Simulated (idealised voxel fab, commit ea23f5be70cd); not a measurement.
The process module that follows is named voxel self aligned contacts.
The cross-section shown here is cut; it is 300 nm wide and divided into square cells measuring 5 nm on a side.
The cross-sections in this document take the form of a grid made of square cells. They are written out as bands, in order from top to bottom. Each band consists of one or more rows of cells. A band entry consists of two parts. The first gives the height of the band's top and the height of its bottom, in nm. The rest lists the band's materials from left to right, each with its width in nm. A single material labelled with the word "full width" fills the band from edge to edge, and the word "air" marks empty space. Zero point of the height axis is 0; under it, received wafer = one material. Lowest band: continues down indefinitely, "0 and below". Read "30..40" as a graded width: first number on top, second number at the bottom, same change between each pair of neighbouring rows. You'll sometimes find "no change occurred" written for a step, and that's the way of saying that nowhere in the cross-section did a cell change during that step. Voids not open to the top, 8 cells minimum: see "Tabulated closed voids". Written width x height at distance; distance is from the left edge; nm. It should be noted that, on the line of a given step, the content following the step's settings is a remark produced by the simulator itself with respect to that step. Regarding "overlay nm": on a step with a mask, it is the distance the mask lay to the right of its planned place; a negative value places it to the left.

### Planned process steps
1 RECEIVE: material Si
2 OXIDIZE: depth nm 5
3 DIRECTIONAL_DEP: material polySi, thk nm 25
4 DIRECTIONAL_DEP: material SiN, thk nm 25
5 PATTERN: tone cover, mask id GATE, material resist, width nm 25, pitch nm 65, thk nm 15, overlay nm 0
6 DIRECTIONAL_ETCH: etch materials SiN, depth nm 25
7 DIRECTIONAL_ETCH: etch materials polySi, depth nm 25
8 STRIP: etch materials resist
9 CONFORMAL_DEP: material SiN, thk nm 10
10 DIRECTIONAL_ETCH: etch materials SiN, depth nm 10
11 FILL_DEP: material SiO2, thk nm 15
12 CMP: height nm 60
13 MASKED_ETCH: tone open, mask id CONTACT, width nm 50, etch materials SiO2, depth nm 65, overlay nm 0
14 CONFORMAL_DEP: material TiN, thk nm 5
15 FILL_DEP: material Ru, thk nm 5
16 CMP: height nm 60
17 CONFORMAL_DEP: material SiCN, thk nm 5
Every wafer here starts from the same state; it is the step 2 depth nm that distinguishes them, and the value the plan gives belongs to the first wafer.

### As received, i.e. after step 1: cross-section through the first of several wafers
> 0 and below  Si full width
> Tabulated closed voids: none

### Table: wafers, a row each; end-of-module cell change per material since receipt, gain (+), loss (-); then closed voids
depth nm 5 | +30 Ru | -60 Si | +60 SiCN | +130 SiN | +536 SiO2 | +34 TiN | +50 polySi | Tabulated closed voids: none
depth nm 10 | +30 Ru | -120 Si | +60 SiCN | +130 SiN | +596 SiO2 | +34 TiN | +50 polySi | Tabulated closed voids: none
depth nm 15 | +30 Ru | -180 Si | +60 SiCN | +130 SiN | +656 SiO2 | +34 TiN | +50 polySi | Tabulated closed voids: none
depth nm 20 | +30 Ru | -240 Si | +60 SiCN | +130 SiN | +716 SiO2 | +34 TiN | +50 polySi | Tabulated closed voids: none
